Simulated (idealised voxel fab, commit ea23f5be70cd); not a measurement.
The document below concerns the process module designated voxel released beams.
The cross-section shown here is cut; it is 170 nm wide and divided into square cells measuring 5 nm on a side.
Each cross-section below is a grid of square cells, stated as bands in top-down order, with one or more rows of cells making up each band. It is stipulated that each band's entry specify, in nanometres, the height of the top of the band and then that of its bottom, followed by the materials of the band in left-to-right sequence, each together with its width in nanometres. A single material marked by the word "throughout" is understood to fill the band from edge to edge; the word "empty" is understood to denote empty space. Measure heights from 0. That's the level where, below it, the as-received wafer is all one material. The lowest band is bottomless and extends downward; write it as in "0 down". Width: "30->40" (first number = top row, second number = bottom row, same change from row to row of cells). "remained the same" (step): cross-section cells unchanged, all of them. In the "Closed void entries" entry, you get each enclosed empty space of 8 cells or more, one with no open way to the top, written width x height at distance, distance from the left edge, in nm. On each step's line, the part that comes after the settings is the simulator's own comment on the step. For masked steps, "overlay nm" on the step line gives how far right of plan the mask actually lay; a minus sign means it lay to the left.

plan
- 1: op RECEIVE | material Si
- 2: op CONFORMAL_DEP | material SiN | thk nm 10
- 3: op DIRECTIONAL_DEP | material SiO2 | thk nm 10
- 4: op MASKED_ETCH | tone open | mask id ANCHOR | width nm 45 | etch materials SiO2 | depth nm 10 | overlay nm 0
- 5: op CONFORMAL_DEP | material W | thk nm 5
- 6: op MASKED_ETCH | tone cover | mask id BEAM | width nm 105 | etch materials W | depth nm 15 | overlay nm 0
- 7: op STRIP | etch materials SiO2
The wafers in this document start out alike and differ in the thk nm applied at step 5; the plan shows the value used for the first wafer.

First of several wafers, received after step 1, in cross-section
0 down | Si throughout
Closed void entries: none

End-of-module cross-section, first of several wafers, after last step 7
25 to 15 | empty 30->35 nm | W 10->5 nm | empty 35 nm | W 60->5 nm | empty 35->90 nm
15 to 10 | empty 35 nm | W 45 nm | empty 90 nm
10 to 0 | SiN throughout
0 down | Si throughout
Closed void entries: none

At the end of the module, the last of several wafers in cross-section
50 to 35 | empty 30 nm | W 105 nm | empty 35 nm
35 to 20 | W throughout
20 to 10 | SiO2 35 nm | W 45 nm | SiO2 90 nm
10 to 0 | SiN throughout
0 down | Si throughout
Closed void entries: none

The rows of the table below are wafers. Looking at the end of the module, a row counts, for every material, the cells the wafer has gained, shown as (+), or lost, shown as (-), since it was received; its closed voids come next
thk nm 5, +68 SiN, +25 W, Closed void entries: none
thk nm 10, +68 SiN, +50 W, Closed void entries: none
thk nm 15, +68 SiN, +75 W, Closed void entries: none
thk nm 20, +68 SiN, +50 SiO2, +113 W, Closed void entries: none
thk nm 25, +68 SiN, +50 SiO2, +149 W, Closed void entries: none
thk nm 30, +68 SiN, +50 SiO2, +183 W, Closed void entries: none
